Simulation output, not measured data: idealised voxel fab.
This section sets out a process module, namely voxel fin reveal.
This is section cut - it's 180 nm across, gridded in 5 nm square cells.
Throughout this document, each cross-section is represented as a grid of square cells and is presented as a sequence of bands enumerated from the top downward, where a band comprises one or more rows of cells.
Band: top and bottom heights (nm) first, top before bottom; then materials from left to right, widths in nm. "all across" marks a sole material filling the band edge to edge. "empty" denotes empty space.
Ref level 0: as-received wafer is one material below here. Bottom band extends down with no lower bound ("from 0 down").
The two numbers in a width such as "30..40" mark its ends across the band: the first belongs to the top row of cells, the second to the bottom row, and from each row to the next the width moves by the same amount.
The cross-section has no changed cell in any step marked "identical to before".
For the entry "Non-vented voids", the listed items are empty spaces with no open way to the top whose size is 8 cells or more; each item follows the pattern width x height at distance, where distance is from the left edge and all three are in nm.
It should be noted that, on the line of a given step, the content following the step's settings is a remark produced by the simulator itself with respect to that step.
Among the settings permitted on a step's line is "overlay nm"; applied to a step with a mask, it specifies the extent to which the mask lay to the right of its planned position, whereas a negative figure signifies a position to the left.
Set out below are the planned steps of the process
1 RECEIVE | material Si
2 CONFORMAL_DEP | material SiN | thk nm 10
3 MASKED_ETCH | tone cover | mask id FINS | width nm 15 | pitch nm 40 | etch materials SiN | depth nm 10 | overlay nm -15
4 MASKED_ETCH | tone cover | mask id FINS | width nm 15 | pitch nm 40 | etch materials Si | depth nm 30 | overlay nm 0
5 FILL_DEP | material SiO2 | thk nm 5
6 CMP | height nm 10
7 SELECTIVE_ETCH | etch materials SiO2 | depth nm 25
8 STRIP | etch materials SiN
The plan shows the overlay nm of step 3 as the first wafer had it; this setting differs between the wafers, which start out alike.
The as-received cross-section of the first of several wafers corresponds to the state after step 1
- from 0 down: Si all across
- Non-vented voids: none
Below, a row for every wafer. Read it as the end-of-module picture: for each material the wafer shows its cells gained (+) or lost (-) since it was received, and then its closed voids
overlay nm -15 | -144 Si | +72 SiO2 | Non-vented voids: none
overlay nm -10 | -156 Si | +78 SiO2 | Non-vented voids: none
overlay nm -5 | -168 Si | +84 SiO2 | Non-vented voids: none
overlay nm 0 | -180 Si | +90 SiO2 | Non-vented voids: none
overlay nm 5 | -168 Si | +84 SiO2 | Non-vented voids: none
overlay nm 10 | -156 Si | +78 SiO2 | Non-vented voids: none
overlay nm 15 | -144 Si | +72 SiO2 | Non-vented voids: none
